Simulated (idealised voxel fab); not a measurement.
The process module that follows is named voxel self aligned contacts.
Pictured: cross-section cut, 245 nm wide, on a grid of 5 nm square cells.
Cross-section, as written here: a square-cell grid given band by band from the top down, where a band holds one or more rows of cells.
What a band's entry tells you: where the top is and where the bottom is, as heights in nm, and after that what lies inside, material by material from left to right, each with its width in nm. Empty space is written as the word "air", and a single material marked with the word "edge to edge" occupies the band from edge to edge.
Where do heights start? At 0: under that level the wafer as delivered is made of one material only. And the lowest band has no floor; it just carries on downward, as in "0 nm and below".
You'd read "30 to 40" like this: the band's top row of cells is as wide as the first number, its bottom row is as wide as the second, and going down, every row changes width by the same amount as the row before did.
"no alteration", as given for a step, is the statement that not any cell of the cross-section underwent a change during that step.
Empty spaces without an open route to the top, at least 8 cells in extent, make up the entry "Sealed-off cavities"; each is given as width x height at distance, where the distance is measured from the left edge, and all are in nm.
On each step's line, the part that comes after the settings is the simulator's own comment on the step.
"overlay nm" on a masked step: distance the mask lay right of its planned place, negative for left.
Here's what the planned process steps look like:
| 1 | RECEIVE with material Si |
| 2 | OXIDIZE with depth nm 5 |
| 3 | DIRECTIONAL_DEP with material polySi, thk nm 20 |
| 4 | DIRECTIONAL_DEP with material SiN, thk nm 20 |
| 5 | PATTERN with tone cover, mask id GATE, material resist, width nm 25, pitch nm 60, thk nm 20, overlay nm 0 |
| 6 | DIRECTIONAL_ETCH with etch materials SiN, depth nm 20 |
| 7 | DIRECTIONAL_ETCH with etch materials polySi, depth nm 20 |
| 8 | STRIP with etch materials resist |
| 9 | CONFORMAL_DEP with material SiN, thk nm 5 |
| 10 | DIRECTIONAL_ETCH with etch materials SiN, depth nm 5 |
| 11 | FILL_DEP with material SiO2, thk nm 10 |
| 12 | CMP with height nm 45 |
| 13 | MASKED_ETCH with tone open, mask id CONTACT, width nm 45, etch materials SiO2, depth nm 50, overlay nm 0 |
| 14 | CONFORMAL_DEP with material TiN, thk nm 5 |
| 15 | FILL_DEP with material W, thk nm 10 |
| 16 | CMP with height nm 45 |
| 17 | CONFORMAL_DEP with material SiN, thk nm 5 |
Variable across wafers: step 5 width nm (plan value is that of the first wafer; starting state common to all).
As-received state after step 1, first of several wafers, cross-section:
- 0 nm and below  Si edge to edge
- Sealed-off cavities: none
The rows of the table below are wafers. Looking at the end of the module, a row counts, for every material, the cells the wafer has gained, shown as (+), or lost, shown as (-), since it was received; its closed voids come next:
width nm 25; -49 Si; +121 SiN; +324 SiO2; +27 TiN; +27 W; +40 polySi; Sealed-off cavities: none
width nm 30; -49 Si; +129 SiN; +317 SiO2; +27 TiN; +18 W; +48 polySi; Sealed-off cavities: none
width nm 35; -49 Si; +137 SiN; +310 SiO2; +27 TiN; +9 W; +56 polySi; Sealed-off cavities: none
width nm 40; -49 Si; +145 SiN; +303 SiO2; +27 TiN; +64 polySi; Sealed-off cavities: none
width nm 45; -49 Si; +153 SiN; +296 SiO2; +18 TiN; +72 polySi; Sealed-off cavities: none
